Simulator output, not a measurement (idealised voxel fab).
You're looking at the process module voxel plated lines.
FYI the section here is cut, 255 nm wide, cells are 5 nm squares.
Cross-section = grid of square cells, listed top down in bands; band = one or more rows.
Band: top and bottom heights (nm) first, top before bottom; then materials from left to right, widths in nm. "everywhere" marks a sole material filling the band edge to edge. "empty" denotes empty space.
The reference from which all heights are counted is 0, the level beneath which the as-received wafer is entirely one material; the lowest band, having no lower bound, proceeds downward and is written after the example "from 0 down".
Note: "30..40" means the width goes from the first number (top row of the band) to the second number (bottom row) in equal steps per row of cells.
The cross-section has no changed cell in any step marked "no alterations made".
For the entry "Closed void entries", the listed items are empty spaces with no open way to the top whose size is 8 cells or more; each item follows the pattern width x height at distance, where distance is from the left edge and all three are in nm.
Whatever follows a step's settings on its line is a remark the simulator itself makes about that step.
overlay nm: where the mask lay relative to plan, measured to the right, on steps with a mask; negatives go left.

**List of planned process steps**
| 1 | RECEIVE, material Si |
| 2 | CONFORMAL_DEP, material SiO2, thk nm 15 |
| 3 | DIRECTIONAL_DEP, material TiN, thk nm 5 |
| 4 | PATTERN, tone open, mask id LINES, material resist, width nm 20, pitch nm 40, thk nm 40, overlay nm 0 |
| 5 | EPI, material Ru, thk nm 10 |
| 6 | EPI, material Ru, thk nm 5 |
| 7 | EPI, material Ru, thk nm 5 |
| 8 | STRIP, etch materials resist |
| 9 | DIRECTIONAL_ETCH, etch materials TiN, depth nm 5 |
| 10 | CONFORMAL_DEP, material SiCN, thk nm 10 |

**Incoming wafer, cross-sectional view, post step 1**
  from 0 down: Si everywhere
  Closed void entries: none

**a wafer at the end: this start, this plan, one mistake**
  from 50 to 40: empty 65 / SiCN 125 / empty 65
  from 40 to 25: empty 65 / SiCN 10 / Ru 25 / SiCN 15 / Ru 25 / SiCN 15 / Ru 25 / SiCN 10 / empty 65
  from 25 to 20: SiCN 75 / Ru 25 / SiCN 15 / Ru 25 / SiCN 15 / Ru 25 / SiCN 75
  from 20 to 15: SiCN 75 / TiN 25 / SiCN 15 / TiN 25 / SiCN 15 / TiN 25 / SiCN 75
  from 15 to 0: SiO2 everywhere
  from 0 down: Si everywhere
  Closed void entries: none
Misprocessing identified: off-plan run, step 4, actual operation and settings PATTERN, tone open, mask id LINES, material resist, width nm 25, pitch nm 40, thk nm 40, overlay nm 0
